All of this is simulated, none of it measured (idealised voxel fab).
process module | voxel transistor to metal
cross-section cut | 180 nm wide | cells 5 nm
This document writes a cross-section as a grid whose cells are square, and gives it as bands, listed from the top down; one or more rows of cells form a band. For a band, the entry starts with two heights in nm, that of the top and then that of the bottom, and carries on with the band's materials in order from left to right, each alongside its width in nm; the word "throughout" beside a single material means it fills the band edge to edge, and "empty" means empty space. Heights are measured from 0, the level below which the as-received wafer is all one material; the lowest band has no bottom and continues downward, written as in "from 0 down". Note: "30->40" means the width goes from the first number (top row of the band) to the second number (bottom row) in equal steps per row of cells. Basically "remained unchanged" means that step didn't change any cell in the cross-section. Empty spaces without an open route to the top, at least 8 cells in extent, make up the entry "Completely enclosed voids"; each is given as width x height at distance, where the distance is measured from the left edge, and all are in nm. The remark found on a step's line after its settings is issued by the simulator itself and pertains to that step. The "overlay nm" setting may appear on a step's line; for a step that uses a mask, it gives how far to the right of its planned position the mask lay, and a negative value indicates the left.
## Process steps (planned)
1. RECEIVE [material Si]
2. CONFORMAL_DEP [material SiO2] [thk nm 5]
3. CONFORMAL_DEP [material SiN] [thk nm 15]
4. MASKED_ETCH [tone cover] [mask id ACTIVE] [width nm 100] [etch materials SiN] [depth nm 15] [overlay nm 0]
5. MASKED_ETCH [tone cover] [mask id ACTIVE] [width nm 100] [etch materials SiO2] [depth nm 5] [overlay nm 0]
6. MASKED_ETCH [tone cover] [mask id ACTIVE] [width nm 100] [etch materials Si] [depth nm 20] [overlay nm 0]
7. OXIDIZE [depth nm 5]
8. FILL_DEP [material SiO2] [thk nm 10]
9. CMP [height nm 20]
10. SELECTIVE_ETCH [etch materials SiO2] [depth nm 10]
11. STRIP [etch materials SiN]
12. SELECTIVE_ETCH [etch materials SiO2] [depth nm 5]
13. OXIDIZE [depth nm 5]
14. DIRECTIONAL_DEP [material polySi] [thk nm 25]
15. DIRECTIONAL_DEP [material SiCN] [thk nm 10]
16. DIRECTIONAL_DEP [material aC] [thk nm 10]
17. PATTERN [tone cover] [mask id GATE] [material resist] [width nm 20] [thk nm 30] [overlay nm 0]
18. DIRECTIONAL_ETCH [etch materials aC] [depth nm 10]
19. STRIP [etch materials resist]
20. DIRECTIONAL_ETCH [etch materials SiCN] [depth nm 20]
21. DIRECTIONAL_ETCH [etch materials polySi] [depth nm 35]
22. STRIP [etch materials aC]
23. CONFORMAL_DEP [material SiN] [thk nm 10]
24. DIRECTIONAL_ETCH [etch materials SiN] [depth nm 10]
25. DIRECTIONAL_ETCH [etch materials SiO2] [depth nm 5]
26. DIRECTIONAL_ETCH [etch materials Si] [depth nm 10]
27. EPI [material nSi] [thk nm 10]
28. FILL_DEP [material SiO2] [thk nm 5]
29. CMP [height nm 35]
30. DIRECTIONAL_DEP [material SiO2] [thk nm 15]
31. MASKED_ETCH [tone open] [mask id CONTACT] [width nm 20] [pitch nm 70] [etch materials SiO2] [depth nm 55] [overlay nm 0]
32. CONFORMAL_DEP [material TiN] [thk nm 5]
33. FILL_DEP [material W] [thk nm 5]
34. CMP [height nm 50]
35. DIRECTIONAL_DEP [material TiN] [thk nm 5]
36. DIRECTIONAL_DEP [material Ru] [thk nm 20]
37. MASKED_ETCH [tone cover] [mask id METAL_1] [width nm 20] [pitch nm 70] [etch materials Ru] [depth nm 20] [overlay nm 0]
38. MASKED_ETCH [tone cover] [mask id METAL_1] [width nm 20] [pitch nm 70] [etch materials TiN] [depth nm 5] [overlay nm 0]
39. FILL_DEP [material lowk] [thk nm 10]
40. CMP [height nm 75]
41. CONFORMAL_DEP [material SiCN] [thk nm 5]
42. DIRECTIONAL_DEP [material lowk] [thk nm 20]
43. DIRECTIONAL_DEP [material aC] [thk nm 10]
44. PATTERN [tone open] [mask id METAL_2_HOLES] [material resist] [width nm 15] [pitch nm 70] [thk nm 30] [overlay nm 0]
45. DIRECTIONAL_ETCH [etch materials aC] [depth nm 10]
46. STRIP [etch materials resist]
47. DIRECTIONAL_ETCH [etch materials lowk] [depth nm 30]
48. STRIP [etch materials aC]
49. PATTERN [tone open] [mask id METAL_2] [material resist] [width nm 20] [pitch nm 70] [thk nm 20] [overlay nm 0]
50. DIRECTIONAL_ETCH [etch materials lowk] [depth nm 15]
51. DIRECTIONAL_ETCH [etch materials SiCN] [depth nm 5]
52. STRIP [etch materials resist]
53. CONFORMAL_DEP [material TiN] [thk nm 5]
54. FILL_DEP [material Ru] [thk nm 5]
55. CMP [height nm 110]
56. CONFORMAL_DEP [material SiN] [thk nm 5]
Heads up: all these wafers start the same, and what changes between them is the thk nm in step 42. The value you see in the plan is just what the first wafer got.
## first wafer as received, after step 1
from 0 down | Si throughout
Completely enclosed voids: none
## First of several wafers in cross-section at module end, following the final step, step 56
from 115 to 110 | SiN throughout
from 110 to 105 | Ru throughout
from 105 to 100 | 50 TiN  10 Ru  60 TiN  10 Ru  50 TiN
from 100 to 90 | 45 lowk  5 TiN  10 Ru  5 TiN  50 lowk  5 TiN  10 Ru  5 TiN  45 lowk
from 90 to 80 | 45 lowk  5 TiN  5 Ru  10->5 TiN  50->55 lowk  5 TiN  5 Ru  10->5 TiN  45->50 lowk
from 80 to 75 | 45 SiCN  15 TiN  55 SiCN  15 TiN  50 SiCN
from 75 to 55 | 45 lowk  20 Ru  50 lowk  20 Ru  45 lowk
from 55 to 50 | 45 lowk  20 TiN  50 lowk  20 TiN  45 lowk
from 50 to 35 | 45 SiO2  5 TiN  10 W  5 TiN  50 SiO2  5 TiN  10 W  5 TiN  45 SiO2
from 35 to 25 | 45 SiO2  5 TiN  10 W  5 TiN  5 SiO2  10 SiN  20 SiCN  10 SiN  5 SiO2  5 TiN  10 W  5 TiN  45 SiO2
from 25 to 10 | 45 SiO2  5 TiN  10 W  5 TiN  5 SiO2  10 SiN  20 polySi  10 SiN  5 SiO2  5 TiN  10 W  5 TiN  45 SiO2
from 10 to 5 | 45 SiO2  5 TiN  5 W  10 TiN  5 SiO2  10 SiN  20 polySi  10 SiN  5 SiO2  10 TiN  5 W  5 TiN  45 SiO2
from 5 to 0 | 35 SiO2  10 SiN  5 TiN  5 W  5 TiN  10 nSi  10 SiN  20 polySi  10 SiN  10 nSi  5 TiN  5 W  5 TiN  10 SiN  35 SiO2
from 0 to -5 | 45 SiO2  15 TiN  10 nSi  40 SiO2  10 nSi  15 TiN  45 SiO2
from -5 to -15 | 45 SiO2  25 nSi  40 Si  25 nSi  45 SiO2
from -15 to -25 | 45 SiO2  90 Si  45 SiO2
from -25 down | Si throughout
Completely enclosed voids: none
## The module's end: a cross-section of the last wafer
from 115 to 110 | SiN throughout
from 110 to 80 | 45 lowk  5 TiN  5 Ru  5 TiN  55 lowk  5 TiN  5 Ru  5 TiN  50 lowk
from 80 to 75 | 45 SiCN  15 TiN  55 SiCN  15 TiN  50 SiCN
from 75 to 55 | 45 lowk  20 Ru  50 lowk  20 Ru  45 lowk
from 55 to 50 | 45 lowk  20 TiN  50 lowk  20 TiN  45 lowk
from 50 to 35 | 45 SiO2  5 TiN  10 W  5 TiN  50 SiO2  5 TiN  10 W  5 TiN  45 SiO2
from 35 to 25 | 45 SiO2  5 TiN  10 W  5 TiN  5 SiO2  10 SiN  20 SiCN  10 SiN  5 SiO2  5 TiN  10 W  5 TiN  45 SiO2
from 25 to 10 | 45 SiO2  5 TiN  10 W  5 TiN  5 SiO2  10 SiN  20 polySi  10 SiN  5 SiO2  5 TiN  10 W  5 TiN  45 SiO2
from 10 to 5 | 45 SiO2  5 TiN  5 W  10 TiN  5 SiO2  10 SiN  20 polySi  10 SiN  5 SiO2  10 TiN  5 W  5 TiN  45 SiO2
from 5 to 0 | 35 SiO2  10 SiN  5 TiN  5 W  5 TiN  10 nSi  10 SiN  20 polySi  10 SiN  10 nSi  5 TiN  5 W  5 TiN  10 SiN  35 SiO2
from 0 to -5 | 45 SiO2  15 TiN  10 nSi  40 SiO2  10 nSi  15 TiN  45 SiO2
from -5 to -15 | 45 SiO2  25 nSi  40 Si  25 nSi  45 SiO2
from -15 to -25 | 45 SiO2  90 Si  45 SiO2
from -25 down | Si throughout
Completely enclosed voids: none
## Quick key for the table: a row per wafer, taken at the end of the module. For each material it tells you how many cells the wafer gained (+) or lost (-) since it came in, and the closed voids come after
thk nm 20, +84 Ru, -128 Si, +38 SiCN, +68 SiN, +316 SiO2, +112 TiN, +36 W, +254 lowk, +28 nSi, +20 polySi, Completely enclosed voids: none
thk nm 25, +50 Ru, -128 Si, +38 SiCN, +68 SiN, +316 SiO2, +116 TiN, +36 W, +284 lowk, +28 nSi, +20 polySi, Completely enclosed voids: none
thk nm 30, +48 Ru, -128 Si, +38 SiCN, +68 SiN, +316 SiO2, +88 TiN, +36 W, +314 lowk, +28 nSi, +20 polySi, Completely enclosed voids: none
thk nm 35, +46 Ru, -128 Si, +38 SiCN, +68 SiN, +316 SiO2, +88 TiN, +36 W, +316 lowk, +28 nSi, +20 polySi, Completely enclosed voids: none
thk nm 40, +44 Ru, -128 Si, +38 SiCN, +68 SiN, +316 SiO2, +88 TiN, +36 W, +318 lowk, +28 nSi, +20 polySi, Completely enclosed voids: none
thk nm 45, +44 Ru, -128 Si, +38 SiCN, +68 SiN, +316 SiO2, +86 TiN, +36 W, +320 lowk, +28 nSi, +20 polySi, Completely enclosed voids: none
